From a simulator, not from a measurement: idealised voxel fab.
process module | voxel trench capacitor
cross-section cut | 165 nm wide | cells 5 nm
A cross-section is a grid of square cells, given in bands from the top down. A band is one or more rows of cells.
Each band's line starts with the height of the band's top and of its bottom, in nm. Then come its materials from left to right, each with its width in nm. One material with "throughout" fills the band from edge to edge. "air" is empty space.
Height 0 is the level under which the wafer as received is all one material. The lowest band goes on downwards, as in "0 down".
A width such as "30 to 40" changes by the same amount from each row of cells to the next, from the band's top row to its bottom row.
"no change" after a step means that no cell of the cross-section changed.
closed voids: empty space of 8 cells or more with no open way to the top, each as width x height at its distance from the left edge, in nm
after a step's settings: what the simulator itself notes on the step
overlay nm, on a step with a mask: how far to the right of its planned place the mask lay; to the left if negative
plan
1 op RECEIVE | material Si
2 op CONFORMAL_DEP | material SiN | thk nm 10
3 op MASKED_ETCH | tone open | mask id TRENCH | width nm 30 | pitch nm 50 | etch materials SiN | depth nm 10 | overlay nm 0
4 op MASKED_ETCH | tone open | mask id TRENCH | width nm 30 | pitch nm 50 | etch materials Si | depth nm 25 | overlay nm 0
5 op CONFORMAL_DEP | material Al2O3 | thk nm 5
6 op CONFORMAL_DEP | material TiN | thk nm 5
7 op FILL_DEP | material W | thk nm 10
8 op CMP | height nm 10
as received, after step 1
  0 down: Si throughout
  closed voids: none
first wafer at the end, as planned
  10 to 0: SiN 15 | Al2O3 5 | TiN 5 | W 10 | TiN 5 | Al2O3 5 | SiN 20 | Al2O3 5 | TiN 5 | W 10 | TiN 5 | Al2O3 5 | SiN 20 | Al2O3 5 | TiN 5 | W 10 | TiN 5 | Al2O3 5 | SiN 20
  0 to -15: Si 15 | Al2O3 5 | TiN 5 | W 10 | TiN 5 | Al2O3 5 | Si 20 | Al2O3 5 | TiN 5 | W 10 | TiN 5 | Al2O3 5 | Si 20 | Al2O3 5 | TiN 5 | W 10 | TiN 5 | Al2O3 5 | Si 20
  -15 to -20: Si 15 | Al2O3 5 | TiN 20 | Al2O3 5 | Si 20 | Al2O3 5 | TiN 20 | Al2O3 5 | Si 20 | Al2O3 5 | TiN 20 | Al2O3 5 | Si 20
  -20 to -25: Si 15 | Al2O3 30 | Si 20 | Al2O3 30 | Si 20 | Al2O3 30 | Si 20
  -25 down: Si throughout
  closed voids: none
second wafer at the end: like start, like plan, one mistake
  10 to 0: SiN 15 | TiN 10 | W 10 | TiN 10 | SiN 20 | TiN 10 | W 10 | TiN 10 | SiN 20 | TiN 10 | W 10 | TiN 10 | SiN 20
  0 to -15: Si 15 | TiN 10 | W 10 | TiN 10 | Si 20 | TiN 10 | W 10 | TiN 10 | Si 20 | TiN 10 | W 10 | TiN 10 | Si 20
  -15 to -25: Si 15 | TiN 30 | Si 20 | TiN 30 | Si 20 | TiN 30 | Si 20
  -25 down: Si throughout
  closed voids: none
what went wrong: step 5 ran as: op CONFORMAL_DEP | material TiN | thk nm 5
at the end the second wafer has, in cells: 54 fewer of Al2O3 | 54 more of TiN
